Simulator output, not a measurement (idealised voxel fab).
Presented below is a process module, voxel ribs on slabs.
Section shown: cut. Width: 295 nm. Cell size: 5 nm, square.
A cross-section is written here as square cells arranged in a grid, and it is given in bands from the top down, each band taking up one or more rows of cells. The band entry comprises the height of the band's top followed by the height of its bottom, expressed in nm, and subsequently the band's materials from left to right, each stated together with its width in nm. Where a single material is marked with the word "everywhere", that material fills the band from edge to edge. The word "air" represents empty space. Heights are expressed relative to 0, this being the level below which the as-received wafer comprises one material exclusively. The lowest band is unbounded in the downward direction and is denoted as in "0 nm and below". Width spec "30 to 40" -> top row of cells at first value, bottom row at second value, equal per-row change in between. "no modifications", as given for a step, is the statement that not any cell of the cross-section underwent a change during that step. Closed-off voids of 8+ cells (no open route to the top) go in "Closed-off voids", written width x height at distance from the left edge, in nm. On a step's line, text after the settings is the simulator commenting on that step. On any step carrying a mask, the "overlay nm" setting, if present on the step's line, tells how far right of its planned place the mask lay; negative values point to the left.
This section lists the process steps that were planned:
1: RECEIVE [material Si]
2: DIRECTIONAL_DEP [material SiO2] [thk nm 25]
3: DIRECTIONAL_DEP [material SiN] [thk nm 20]
4: MASKED_ETCH [tone cover] [mask id RIB] [width nm 15] [etch materials SiN] [depth nm 10] [overlay nm 0]
5: PATTERN [tone cover] [mask id SLAB] [material resist] [width nm 55] [thk nm 15] [overlay nm 0]
6: DIRECTIONAL_ETCH [etch materials SiN] [depth nm 10]
7: STRIP [etch materials resist]
8: FILL_DEP [material SiO2] [thk nm 25]
9: CMP [height nm 60]
10: DIRECTIONAL_DEP [material TiN] [thk nm 10]
11: DIRECTIONAL_DEP [material aC] [thk nm 15]
12: PATTERN [tone cover] [mask id HEATER] [material resist] [width nm 25] [thk nm 30] [overlay nm 0]
13: DIRECTIONAL_ETCH [etch materials aC] [depth nm 15]
14: STRIP [etch materials resist]
15: DIRECTIONAL_ETCH [etch materials TiN] [depth nm 10]
16: STRIP [etch materials aC]
17: CONFORMAL_DEP [material SiN] [thk nm 10]
Cross-section of the wafer as it came to us, i.e., already through step 1:
	0 nm and below = Si everywhere
	Closed-off voids: none
Final cross-section, module run with one mistake (start and plan as above):
	80 nm to 70 nm = 125 air, 45 SiN, 125 air
	70 nm to 60 nm = 135 SiN, 25 TiN, 135 SiN
	60 nm to 45 nm = SiO2 everywhere
	45 nm to 35 nm = 145 SiO2, 15 SiN, 135 SiO2
	35 nm to 25 nm = 120 SiO2, 55 SiN, 120 SiO2
	25 nm to 0 nm = SiO2 everywhere
	0 nm and below = Si everywhere
	Closed-off voids: none
Short version of what went wrong: off-plan run, step 4, actual operation and settings MASKED_ETCH [tone cover] [mask id RIB] [width nm 15] [etch materials SiN] [depth nm 10] [overlay nm 5]
